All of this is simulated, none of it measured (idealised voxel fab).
Proc. module: voxel self aligned vias
Pictured: cross-section cut, 225 nm wide, on a grid of 5 nm square cells.
For the purposes of this document, a cross-section shall be understood as a grid of square cells, specified as bands listed in top-to-bottom order, each band consisting of one or more rows of cells. For a band, the entry starts with two heights in nm, that of the top and then that of the bottom, and carries on with the band's materials in order from left to right, each alongside its width in nm; the word "throughout" beside a single material means it fills the band edge to edge, and "blank" means empty space. Convention: height 0 is the level below which the wafer, as received, is all one material. The lowest band does not terminate at the bottom but continues downward, represented as "0 nm and below". A two-number width, for instance "30..40", indicates that the width is equal to the first number in the top row of the band and to the second number in the bottom row, and that it changes by a constant amount per row of cells. The designation "identical to before", where it is given for a processing step, indicates that no cell of the cross-section was altered in the course of that step. What "Enclosed void entries" gives you is every empty space of 8 cells or more that is cut off from the top. Each appears as width x height at distance, with the distance taken from the left edge and width, height and distance all in nm. Text after the settings on a step's line: the simulator's own remark on that step. overlay nm, on a step with a mask: how far to the right of its planned place the mask lay; to the left if negative.
### Planned step list for the process
1. RECEIVE [material Si]
2. CONFORMAL_DEP [material SiO2] [thk nm 15]
3. CONFORMAL_DEP [material SiCN] [thk nm 5]
4. DIRECTIONAL_DEP [material lowk] [thk nm 25]
5. DIRECTIONAL_DEP [material aC] [thk nm 10]
6. PATTERN [tone open] [mask id LINES] [material resist] [width nm 20] [pitch nm 65] [thk nm 25] [overlay nm 0]
7. DIRECTIONAL_ETCH [etch materials aC] [depth nm 10]
8. STRIP [etch materials resist]
9. DIRECTIONAL_ETCH [etch materials lowk] [depth nm 25]
10. STRIP [etch materials aC]
11. CONFORMAL_DEP [material TiN] [thk nm 5]
12. FILL_DEP [material Ru] [thk nm 10]
13. CMP [height nm 45]
14. SELECTIVE_ETCH [etch materials W Ru TiN] [depth nm 5]
15. FILL_DEP [material SiN] [thk nm 10]
16. CMP [height nm 45]
17. DIRECTIONAL_DEP [material lowk] [thk nm 15]
18. DIRECTIONAL_DEP [material aC] [thk nm 15]
19. PATTERN [tone open] [mask id VIAS] [material resist] [width nm 40] [pitch nm 130] [thk nm 30] [overlay nm 0]
20. DIRECTIONAL_ETCH [etch materials aC] [depth nm 15]
21. STRIP [etch materials resist]
22. DIRECTIONAL_ETCH [etch materials lowk] [depth nm 15]
23. DIRECTIONAL_ETCH [etch materials SiN] [depth nm 5]
24. STRIP [etch materials aC]
25. CONFORMAL_DEP [material TiN] [thk nm 5]
26. FILL_DEP [material Cu] [thk nm 5]
27. CMP [height nm 60]
28. CONFORMAL_DEP [material SiN] [thk nm 5]
### Shown in cross-section is the wafer as received, that is, as it stands after step 1
	0 nm and below = Si throughout
	Enclosed void entries: none
### The following cross-section depicts the wafer upon conclusion of the module. Processing commenced from the starting condition illustrated above and adhered to the plan illustrated above, save for one mistake in execution
	65 nm to 60 nm = SiN throughout
	60 nm to 50 nm = lowk: 20, then TiN: 5, then Cu: 30, then TiN: 5, then lowk: 90, then TiN: 5, then Cu: 30, then TiN: 5, then lowk: 35
	50 nm to 45 nm = lowk: 20, then TiN: 20, then Cu: 10, then TiN: 10, then lowk: 90, then TiN: 20, then Cu: 10, then TiN: 10, then lowk: 35
	45 nm to 40 nm = lowk: 35, then TiN: 20, then lowk: 45, then SiN: 20, then lowk: 45, then TiN: 20, then lowk: 40
	40 nm to 25 nm = lowk: 35, then TiN: 5, then Ru: 10, then TiN: 5, then lowk: 45, then TiN: 5, then Ru: 10, then TiN: 5, then lowk: 45, then TiN: 5, then Ru: 10, then TiN: 5, then lowk: 40
	25 nm to 20 nm = lowk: 35, then TiN: 20, then lowk: 45, then TiN: 20, then lowk: 45, then TiN: 20, then lowk: 40
	20 nm to 15 nm = SiCN throughout
	15 nm to 0 nm = SiO2 throughout
	0 nm and below = Si throughout
	Enclosed void entries: none
Nonconformance to the process plan: rather than as planned, step 19 actually ran as PATTERN [tone open] [mask id VIAS] [material resist] [width nm 40] [pitch nm 130] [thk nm 30] [overlay nm -5]
